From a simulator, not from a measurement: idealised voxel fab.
Presented below is a process module, voxel wiring stack.
Cross-section cut spans 195 nm and uses square cells 5 nm in size.
In what follows, cross-sections appear as grids of square cells, described through bands that run from the top down, where every band is one or more rows of cells. What a band's entry tells you: where the top is and where the bottom is, as heights in nm, and after that what lies inside, material by material from left to right, each with its width in nm. Empty space is written as the word "air", and a single material marked with the word "all across" occupies the band from edge to edge. Height is counted from the level 0, under which the received wafer is composed throughout of one material. The lowest of the bands is not closed at the bottom but continues downward, in the notation "0 down". It should be noted that a width expressed as "30 to 40" varies in equal increments from row to row of cells within the band, taking the value of the first number at the top row and that of the second number at the bottom row. A step reported as "remains unaltered" is a step in which no cell of the cross-section changed. The label "Cavities, closed" introduces a list of the empty spaces, 8 cells or larger, that have no open way up to the top; each entry in it reads width x height at distance, where the distance is taken from the left edge and all three are stated in nm. On a step's line, text after the settings is the simulator commenting on that step. overlay nm: right-of-plan distance of the mask on a masked step; negative values mean left-of-plan.
### Intended process steps
1 RECEIVE,material Si
2 CONFORMAL_DEP,material SiO2,thk nm 15
3 DIRECTIONAL_DEP,material TiN,thk nm 5
4 DIRECTIONAL_DEP,material W,thk nm 20
5 MASKED_ETCH,tone cover,mask id METAL_1,width nm 25,pitch nm 55,etch materials W,depth nm 20,overlay nm 0
6 MASKED_ETCH,tone cover,mask id METAL_1,width nm 25,pitch nm 55,etch materials TiN,depth nm 5,overlay nm 0
7 CONFORMAL_DEP,material SiN,thk nm 5
8 FILL_DEP,material lowk,thk nm 5
9 CMP,height nm 40
10 CONFORMAL_DEP,material SiCN,thk nm 5
11 DIRECTIONAL_DEP,material SiO2,thk nm 15
12 DIRECTIONAL_DEP,material aC,thk nm 10
13 PATTERN,tone open,mask id PLUG_1,material resist,width nm 15,thk nm 25,overlay nm 0
14 DIRECTIONAL_ETCH,etch materials aC,depth nm 10
15 STRIP,etch materials resist
16 DIRECTIONAL_ETCH,etch materials SiO2,depth nm 15
17 DIRECTIONAL_ETCH,etch materials SiCN,depth nm 5
18 STRIP,etch materials aC
19 EPI,material Ru,thk nm 10
20 EPI,material Ru,thk nm 10
21 CONFORMAL_DEP,material SiN,thk nm 5
22 DIRECTIONAL_DEP,material SiO2,thk nm 25
23 PATTERN,tone open,mask id METAL_2,material resist,width nm 25,pitch nm 55,thk nm 15,overlay nm 0
24 DIRECTIONAL_ETCH,etch materials SiO2,depth nm 25
25 DIRECTIONAL_ETCH,etch materials SiN,depth nm 5
26 STRIP,etch materials resist
27 CONFORMAL_DEP,material TiN,thk nm 5
28 FILL_DEP,material W,thk nm 10
29 CMP,height nm 90
30 CONFORMAL_DEP,material SiN,thk nm 5
### Incoming wafer in cross-section (state: after step 1)
- 0 down | Si all across
- Cavities, closed: none
### Cross-section, first of two wafers, end of module, run as planned
- 95 to 90 | SiN all across
- 90 to 65 | 55 SiO2 / 5 TiN / 15 W / 5 TiN / 30 SiO2 / 5 TiN / 15 W / 5 TiN / 60 SiO2
- 65 to 60 | 55 SiN / 25 TiN / 30 SiN / 25 TiN / 60 SiN
- 60 to 45 | 55 SiO2 / 15 Ru / 125 SiO2
- 45 to 40 | 55 SiCN / 15 Ru / 125 SiCN
- 40 to 20 | 50 lowk / 5 SiN / 25 W / 5 SiN / 20 lowk / 5 SiN / 25 W / 5 SiN / 55 lowk
- 20 to 15 | 55 SiN / 25 TiN / 30 SiN / 25 TiN / 60 SiN
- 15 to 0 | SiO2 all across
- 0 down | Si all across
- Cavities, closed: none
### This is the second of the two wafers, cross-sectioned at the end of the module; it started exactly like the first and was given the same plan, but it was run with one mistake
- 95 to 90 | SiN all across
- 90 to 65 | 55 SiO2 / 5 TiN / 15 W / 5 TiN / 30 SiO2 / 5 TiN / 15 W / 5 TiN / 60 SiO2
- 65 to 60 | 55 SiN / 25 TiN / 30 SiN / 25 TiN / 60 SiN
- 60 to 50 | 55 SiO2 / 5 SiN / 5 TiN / 5 SiN / 125 SiO2
- 50 to 45 | SiO2 all across
- 45 to 40 | SiCN all across
- 40 to 20 | 50 lowk / 5 SiN / 25 W / 5 SiN / 20 lowk / 5 SiN / 25 W / 5 SiN / 55 lowk
- 20 to 15 | 55 SiN / 25 TiN / 30 SiN / 25 TiN / 60 SiN
- 15 to 0 | SiO2 all across
- 0 down | Si all across
- Cavities, closed: none
Error vs. plan: step 16: run off-plan, actual operation and settings DIRECTIONAL_ETCH,etch materials SiO2,depth nm 10
Final wafer comparison in cells, second versus first, more or fewer per material: Ru -12 | SiCN +3 | SiN +4 | SiO2 +3 | TiN +2
